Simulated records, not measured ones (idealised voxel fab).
Herein follows the process module entitled voxel self aligned vias.
Section cut is 145 nm wide and gridded with 5 nm square cells.
A cross-section is a grid of square cells, given in bands from the top down. A band is one or more rows of cells. A band entry consists of two parts. The first gives the height of the band's top and the height of its bottom, in nm. The rest lists the band's materials from left to right, each with its width in nm. A single material labelled with the word "all across" fills the band from edge to edge, and the word "air" marks empty space. Where do heights start? At 0: under that level the wafer as delivered is made of one material only. And the lowest band has no floor; it just carries on downward, as in "top 0, no bottom". The expression "30->40" gives the width at the extremes of the band, the first number at its top row of cells and the second at its bottom row, with the width changing by equal amounts from each row to the next in between. What does "everything unchanged" mean for a step? It means no cell of the cross-section changed in that step. "Trapped void list" - sealed voids, min. 8 cells, no opening to top; format: width x height at distance (distance from left edge; nm throughout). That trailing text on a step's line, after the settings, is the simulator's own remark on the step. Each step line may optionally specify "overlay nm", which for a step with a mask gives the rightward distance between the mask's planned place and where it lay, a negative value indicating the leftward direction.

## Steps planned for the process
1 RECEIVE: material Si
2 CONFORMAL_DEP: material SiO2, thk nm 15
3 CONFORMAL_DEP: material SiCN, thk nm 5
4 DIRECTIONAL_DEP: material SiO2, thk nm 25
5 DIRECTIONAL_DEP: material aC, thk nm 15
6 PATTERN: tone open, mask id LINES, material resist, width nm 30, pitch nm 60, thk nm 35, overlay nm 0
7 DIRECTIONAL_ETCH: etch materials aC, depth nm 15
8 STRIP: etch materials resist
9 DIRECTIONAL_ETCH: etch materials SiO2, depth nm 25
10 STRIP: etch materials aC
11 CONFORMAL_DEP: material TiN, thk nm 5
12 FILL_DEP: material Ru, thk nm 5
13 CMP: height nm 45
14 SELECTIVE_ETCH: etch materials W Ru TiN, depth nm 5
15 FILL_DEP: material SiN, thk nm 5
16 CMP: height nm 45
17 DIRECTIONAL_DEP: material SiO2, thk nm 15
18 MASKED_ETCH: tone open, mask id VIAS, width nm 30, etch materials SiO2, depth nm 15, overlay nm 0
19 MASKED_ETCH: tone open, mask id VIAS, width nm 40, etch materials SiN, depth nm 5, overlay nm 0
20 CONFORMAL_DEP: material TiN, thk nm 5
21 FILL_DEP: material Cu, thk nm 5
22 CMP: height nm 60
23 CONFORMAL_DEP: material SiN, thk nm 5
Among the wafers covered here, the point of difference is the width nm at step 18; their starting state is shared, and the plan presents the value of the first wafer.

## Cross-sectional view of the first of several wafers in the as-received condition, corresponding to the state following step 1
* top 0, no bottom | Si all across
* Trapped void list: none

## Each row below is a wafer at the end of the module, listing for every material the number of cells it has gained (+) or lost (-) since it was received, followed by its closed voids
width nm 30; +12 Cu; +24 Ru; +29 SiCN; +35 SiN; +241 SiO2; +36 TiN; Trapped void list: none
width nm 35; +14 Cu; +24 Ru; +29 SiCN; +35 SiN; +238 SiO2; +37 TiN; Trapped void list: none
width nm 40; +16 Cu; +24 Ru; +29 SiCN; +35 SiN; +235 SiO2; +38 TiN; Trapped void list: none
width nm 45; +18 Cu; +24 Ru; +29 SiCN; +35 SiN; +232 SiO2; +39 TiN; Trapped void list: none
width nm 50; +20 Cu; +24 Ru; +29 SiCN; +35 SiN; +229 SiO2; +40 TiN; Trapped void list: none
width nm 55; +22 Cu; +24 Ru; +29 SiCN; +35 SiN; +226 SiO2; +41 TiN; Trapped void list: none
